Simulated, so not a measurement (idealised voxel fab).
process module | voxel trench capacitor
cross-section cut | 275 nm wide | cells 5 nm
A cross-section is a grid of square cells, given in bands from the top down. A band is one or more rows of cells.
Each band's line starts with the height of the band's top and of its bottom, in nm. Then come its materials from left to right, each with its width in nm. One material with "throughout" fills the band from edge to edge. "air" is empty space.
Height 0 is the level under which the wafer as received is all one material. The lowest band goes on downwards, as in "0 down".
A width such as "30 to 40" changes by the same amount from each row of cells to the next, from the band's top row to its bottom row.
"no change" after a step means that no cell of the cross-section changed.
closed voids: empty space of 8 cells or more with no open way to the top, each as width x height at its distance from the left edge, in nm
after a step's settings: what the simulator itself notes on the step
overlay nm, on a step with a mask: how far to the right of its planned place the mask lay; to the left if negative
plan
1 op RECEIVE | material Si
2 op CONFORMAL_DEP | material SiN | thk nm 5
3 op PATTERN | tone open | mask id TRENCH | material resist | width nm 30 | pitch nm 50 | thk nm 15 | overlay nm 0
4 op DIRECTIONAL_ETCH | etch materials SiN | depth nm 5
5 op DIRECTIONAL_ETCH | etch materials Si | depth nm 25
6 op STRIP | etch materials resist
7 op CONFORMAL_DEP | material HfO2 | thk nm 5
8 op CONFORMAL_DEP | material TiN | thk nm 5
9 op FILL_DEP | material W | thk nm 10
10 op CMP | height nm 5
first wafer, as planned
as received, after step 1
  0 down: Si throughout
  closed voids: none
after step 2
  5 to 0: SiN throughout
  below 0: unchanged
after step 3
  20 to 5: resist 95 | air 30 | resist 20 | air 30 | resist 100
  below 5: unchanged
after step 4
  20 to 5: resist 95 | air 30 | resist 20 | air 30 | resist 100
  5 to 0: SiN 95 | air 30 | SiN 20 | air 30 | SiN 100
  below 0: unchanged
after step 5
  20 to 5: resist 95 | air 30 | resist 20 | air 30 | resist 100
  5 to 0: SiN 95 | air 30 | SiN 20 | air 30 | SiN 100
  0 to -25: Si 95 | air 30 | Si 20 | air 30 | Si 100
  below -25: unchanged
after step 6
  5 to 0: SiN 95 | air 30 | SiN 20 | air 30 | SiN 100
  below 0: unchanged
after step 7
  10 to 5: HfO2 100 | air 20 | HfO2 30 | air 20 | HfO2 105
  5 to 0: SiN 95 | HfO2 5 | air 20 | HfO2 5 | SiN 20 | HfO2 5 | air 20 | HfO2 5 | SiN 100
  0 to -20: Si 95 | HfO2 5 | air 20 | HfO2 5 | Si 20 | HfO2 5 | air 20 | HfO2 5 | Si 100
  -20 to -25: Si 95 | HfO2 30 | Si 20 | HfO2 30 | Si 100
  below -25: unchanged
after step 8
  15 to 10: TiN 105 | air 10 | TiN 40 | air 10 | TiN 110
  10 to 5: HfO2 100 | TiN 5 | air 10 | TiN 5 | HfO2 30 | TiN 5 | air 10 | TiN 5 | HfO2 105
  5 to 0: SiN 95 | HfO2 5 | TiN 5 | air 10 | TiN 5 | HfO2 5 | SiN 20 | HfO2 5 | TiN 5 | air 10 | TiN 5 | HfO2 5 | SiN 100
  0 to -15: Si 95 | HfO2 5 | TiN 5 | air 10 | TiN 5 | HfO2 5 | Si 20 | HfO2 5 | TiN 5 | air 10 | TiN 5 | HfO2 5 | Si 100
  -15 to -20: Si 95 | HfO2 5 | TiN 20 | HfO2 5 | Si 20 | HfO2 5 | TiN 20 | HfO2 5 | Si 100
  below -20: unchanged
after step 9
  25 to 15: W throughout
  15 to 10: TiN 105 | W 10 | TiN 40 | W 10 | TiN 110
  10 to 5: HfO2 100 | TiN 5 | W 10 | TiN 5 | HfO2 30 | TiN 5 | W 10 | TiN 5 | HfO2 105
  5 to 0: SiN 95 | HfO2 5 | TiN 5 | W 10 | TiN 5 | HfO2 5 | SiN 20 | HfO2 5 | TiN 5 | W 10 | TiN 5 | HfO2 5 | SiN 100
  0 to -15: Si 95 | HfO2 5 | TiN 5 | W 10 | TiN 5 | HfO2 5 | Si 20 | HfO2 5 | TiN 5 | W 10 | TiN 5 | HfO2 5 | Si 100
  below -15: unchanged
after step 10
  5 to 0: SiN 95 | HfO2 5 | TiN 5 | W 10 | TiN 5 | HfO2 5 | SiN 20 | HfO2 5 | TiN 5 | W 10 | TiN 5 | HfO2 5 | SiN 100
  below 0: unchanged
second wafer: like start, like plan, one mistake. Through step 6 it matches the first wafer
when step 7 should have ended: no change
when step 8 should have ended
  10 to 5: TiN 100 | air 20 | TiN 30 | air 20 | TiN 105
  5 to 0: SiN 95 | TiN 5 | air 20 | TiN 5 | SiN 20 | TiN 5 | air 20 | TiN 5 | SiN 100
  0 to -20: Si 95 | TiN 5 | air 20 | TiN 5 | Si 20 | TiN 5 | air 20 | TiN 5 | Si 100
  -20 to -25: Si 95 | TiN 30 | Si 20 | TiN 30 | Si 100
  below -25: unchanged
when step 9 should have ended
  20 to 10: W throughout
  10 to 5: TiN 100 | W 20 | TiN 30 | W 20 | TiN 105
  5 to 0: SiN 95 | TiN 5 | W 20 | TiN 5 | SiN 20 | TiN 5 | W 20 | TiN 5 | SiN 100
  0 to -20: Si 95 | TiN 5 | W 20 | TiN 5 | Si 20 | TiN 5 | W 20 | TiN 5 | Si 100
  below -20: unchanged
when step 10 should have ended
  5 to 0: SiN 95 | TiN 5 | W 20 | TiN 5 | SiN 20 | TiN 5 | W 20 | TiN 5 | SiN 100
  below 0: unchanged
what went wrong: step 7 was left out
at the end the second wafer has, in cells: 32 fewer of HfO2 | 8 more of TiN | 24 more of W
